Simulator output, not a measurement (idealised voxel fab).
You're looking at the process module voxel gate over fins.
We display cut, a cross-section 245 nm in width whose square cells are each 5 nm.
In what follows, cross-sections appear as grids of square cells, described through bands that run from the top down, where every band is one or more rows of cells.
Look at the band entry: it leads with the top's height and the bottom's height in nm. Then it lists the materials left to right, with a width in nm for each. The word "all across" on a single material says that material fills the band edge to edge. The word "blank" is empty space.
Height 0 is the level under which the wafer as received is all one material. The lowest band goes on downwards, as in "top 0, no bottom".
The width entry "30->40" should be interpreted row by row: the top row of cells in the band takes the first number, the bottom row takes the second number, and the change between adjacent rows is uniform throughout.
Reading "remained the same" for a step: not a cell of the cross-section changed in it.
Empty spaces counting at least 8 cells and having no open way to the top are listed in "Closed cavity list". The notation width x height at distance is used for each, the distance being from the left edge and all three values in nm.
The remark found on a step's line after its settings is issued by the simulator itself and pertains to that step.
overlay nm: step with mask; distance mask lay right of planned place; negative value = left of planned place.
### Set out below are the planned steps of the process
| 1 | RECEIVE,material Si |
| 2 | CONFORMAL_DEP,material SiN,thk nm 5 |
| 3 | PATTERN,tone cover,mask id FINS,material resist,width nm 15,pitch nm 45,thk nm 20,overlay nm 0 |
| 4 | DIRECTIONAL_ETCH,etch materials SiN,depth nm 5 |
| 5 | DIRECTIONAL_ETCH,etch materials Si,depth nm 40 |
| 6 | STRIP,etch materials resist |
| 7 | FILL_DEP,material SiO2,thk nm 10 |
| 8 | CMP,height nm 5 |
| 9 | SELECTIVE_ETCH,etch materials SiO2,depth nm 20 |
| 10 | STRIP,etch materials SiN |
| 11 | CONFORMAL_DEP,material HfO2,thk nm 5 |
| 12 | CONFORMAL_DEP,material TiN,thk nm 5 |
| 13 | CONFORMAL_DEP,material TiAl,thk nm 5 |
| 14 | CONFORMAL_DEP,material TiN,thk nm 5 |
| 15 | FILL_DEP,material W,thk nm 10 |
| 16 | CMP,height nm 25 |
| 17 | CONFORMAL_DEP,material SiN,thk nm 10 |
### So this is the incoming wafer in cross-section - it's already been through step 1
    top 0, no bottom  Si all across
    Closed cavity list: none
### First wafer of two, sectioned at end of module; run went per plan
    top 35, bottom 25  SiN all across
    top 25, bottom 20  W all across
    top 20, bottom 15  W 25 | TiN 190 | W 30
    top 15, bottom 10  W 25 | TiN 5 | TiAl 180 | TiN 5 | W 30
    top 10, bottom 5  W 25 | TiN 5 | TiAl 5 | TiN 35 | TiAl 10 | TiN 35 | TiAl 10 | TiN 35 | TiAl 10 | TiN 35 | TiAl 5 | TiN 5 | W 30
    top 5, bottom 0  TiN 30 | TiAl 5 | TiN 5 | HfO2 25 | TiN 5 | TiAl 10 | TiN 5 | HfO2 25 | TiN 5 | TiAl 10 | TiN 5 | HfO2 25 | TiN 5 | TiAl 10 | TiN 5 | HfO2 25 | TiN 5 | TiAl 5 | TiN 35
    top 0, bottom -5  TiAl 35 | TiN 5 | HfO2 5 | Si 15 | HfO2 5 | TiN 5 | TiAl 10 | TiN 5 | HfO2 5 | Si 15 | HfO2 5 | TiN 5 | TiAl 10 | TiN 5 | HfO2 5 | Si 15 | HfO2 5 | TiN 5 | TiAl 10 | TiN 5 | HfO2 5 | Si 15 | HfO2 5 | TiN 5 | TiAl 40
    top -5, bottom -10  TiN 40 | HfO2 5 | Si 15 | HfO2 5 | TiN 20 | HfO2 5 | Si 15 | HfO2 5 | TiN 20 | HfO2 5 | Si 15 | HfO2 5 | TiN 20 | HfO2 5 | Si 15 | HfO2 5 | TiN 45
    top -10, bottom -15  HfO2 45 | Si 15 | HfO2 30 | Si 15 | HfO2 30 | Si 15 | HfO2 30 | Si 15 | HfO2 50
    top -15, bottom -40  SiO2 45 | Si 15 | SiO2 30 | Si 15 | SiO2 30 | Si 15 | SiO2 30 | Si 15 | SiO2 50
    top -40, no bottom  Si all across
    Closed cavity list: none
### This is the second of the two wafers, cross-sectioned at the end of the module; it started exactly like the first and was given the same plan, but it was run with one mistake
    top 35, bottom 25  SiN all across
    top 25, bottom 20  W all across
    top 20, bottom 15  TiN all across
    top 15, bottom 10  TiAl all across
    top 10, bottom 5  TiN all across
    top 5, bottom 0  HfO2 50 | TiN 5 | HfO2 40 | TiN 5 | HfO2 40 | TiN 5 | HfO2 40 | TiN 5 | HfO2 55
    top 0, bottom -10  Si 45 | HfO2 5 | TiN 5 | HfO2 5 | Si 30 | HfO2 5 | TiN 5 | HfO2 5 | Si 30 | HfO2 5 | TiN 5 | HfO2 5 | Si 30 | HfO2 5 | TiN 5 | HfO2 5 | Si 50
    top -10, bottom -15  Si 45 | HfO2 15 | Si 30 | HfO2 15 | Si 30 | HfO2 15 | Si 30 | HfO2 15 | Si 50
    top -15, bottom -40  Si 45 | SiO2 15 | Si 30 | SiO2 15 | Si 30 | SiO2 15 | Si 30 | SiO2 15 | Si 50
    top -40, no bottom  Si all across
    Closed cavity list: none
Short version of what went wrong: step 3 changed vs plan, executed as PATTERN,tone open,mask id FINS,material resist,width nm 15,pitch nm 45,thk nm 20,overlay nm 0
At the finish, the second wafer shows more or fewer cells for some materials than the first does: Si +200 | SiO2 -125 | TiAl -24 | TiN -18 | W -33
